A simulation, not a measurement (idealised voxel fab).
The following process module bears the name voxel wiring stack.
Each square cell in cross-section cut measures 5 nm, and the section as a whole is 210 nm wide.
Each cross-section below is a grid of square cells, stated as bands in top-down order, with one or more rows of cells making up each band.
Top, bottom (nm), then materials left to right with widths (nm); lone material tagged "everywhere" fills the whole band edge to edge; "empty" = empty space.
Basically, 0 is our baseline, since under it the wafer straight out of the box is all one material. The bottom band has no lower end and keeps on going down, so it looks like "from 0 down".
A width such as "30..40" changes by the same amount from each row of cells to the next, from the band's top row to its bottom row.
For the purposes of this document, the phrase "no alteration" attached to a step denotes that no cell within the cross-section was modified by that step.
If an empty space has no open way to the top and is at least 8 cells in size, "Enclosed internal voids" lists it, written width x height at distance, where distance is measured from the left edge and every value is in nm.
The remark found on a step's line after its settings is issued by the simulator itself and pertains to that step.
A step's line can hold "overlay nm"; with a mask on that step, the setting says how far right of the planned place the mask lay, while a negative setting says it lay to the left.
PROCESS STEPS - PLAN
1. RECEIVE [material Si]
2. CONFORMAL_DEP [material SiO2] [thk nm 10]
3. DIRECTIONAL_DEP [material TiN] [thk nm 5]
4. DIRECTIONAL_DEP [material W] [thk nm 25]
5. PATTERN [tone cover] [mask id METAL_1] [material resist] [width nm 30] [pitch nm 55] [thk nm 15] [overlay nm 0]
6. DIRECTIONAL_ETCH [etch materials W] [depth nm 25]
7. DIRECTIONAL_ETCH [etch materials TiN] [depth nm 5]
8. STRIP [etch materials resist]
9. FILL_DEP [material lowk] [thk nm 5]
10. CMP [height nm 40]
11. CONFORMAL_DEP [material SiCN] [thk nm 5]
12. DIRECTIONAL_DEP [material lowk] [thk nm 10]
13. DIRECTIONAL_DEP [material aC] [thk nm 15]
14. PATTERN [tone open] [mask id PLUG_1] [material resist] [width nm 15] [pitch nm 55] [thk nm 30] [overlay nm 0]
15. DIRECTIONAL_ETCH [etch materials aC] [depth nm 15]
16. STRIP [etch materials resist]
17. DIRECTIONAL_ETCH [etch materials lowk] [depth nm 10]
18. DIRECTIONAL_ETCH [etch materials SiCN] [depth nm 5]
19. STRIP [etch materials aC]
20. EPI [material Ru] [thk nm 10]
21. EPI [material Ru] [thk nm 5]
22. CONFORMAL_DEP [material SiCN] [thk nm 5]
23. DIRECTIONAL_DEP [material SiO2] [thk nm 25]
24. DIRECTIONAL_DEP [material aC] [thk nm 10]
25. PATTERN [tone open] [mask id METAL_2] [material resist] [width nm 30] [pitch nm 55] [thk nm 25] [overlay nm 0]
26. DIRECTIONAL_ETCH [etch materials aC] [depth nm 10]
27. STRIP [etch materials resist]
28. DIRECTIONAL_ETCH [etch materials SiO2] [depth nm 25]
29. DIRECTIONAL_ETCH [etch materials SiCN] [depth nm 5]
30. STRIP [etch materials aC]
31. CONFORMAL_DEP [material TiN] [thk nm 5]
32. FILL_DEP [material W] [thk nm 5]
33. CMP [height nm 85]
34. CONFORMAL_DEP [material SiN] [thk nm 5]
STEP 1 COMPLETE: CROSS-SECTION OF THE WAFER AS RECEIVED
* from 0 down | Si everywhere
* Enclosed internal voids: none
FINAL CROSS-SECTION, MODULE RUN WITH ONE MISTAKE (START AND PLAN AS ABOVE)
* from 90 to 85 | SiN everywhere
* from 85 to 60 | SiO2 35, TiN 5, W 20, TiN 5, SiO2 25, TiN 5, W 20, TiN 5, SiO2 25, TiN 5, W 20, TiN 5, SiO2 35
* from 60 to 55 | SiCN 35, TiN 30, SiCN 25, TiN 30, SiCN 25, TiN 30, SiCN 35
* from 55 to 45 | lowk 35, SiCN 5, TiN 5, SiCN 5, lowk 40, SiCN 5, TiN 5, SiCN 5, lowk 40, SiCN 5, TiN 5, SiCN 5, lowk 50
* from 45 to 40 | SiCN 40, TiN 5, SiCN 50, TiN 5, SiCN 50, TiN 5, SiCN 55
* from 40 to 15 | W 35, lowk 30, W 25, lowk 30, W 25, lowk 30, W 35
* from 15 to 10 | TiN 35, lowk 30, TiN 25, lowk 30, TiN 25, lowk 30, TiN 35
* from 10 to 0 | SiO2 everywhere
* from 0 down | Si everywhere
* Enclosed internal voids: none
Short version of what went wrong: contrary to plan, step 5 was performed as PATTERN [tone open] [mask id METAL_1] [material resist] [width nm 30] [pitch nm 55] [thk nm 15] [overlay nm 0]
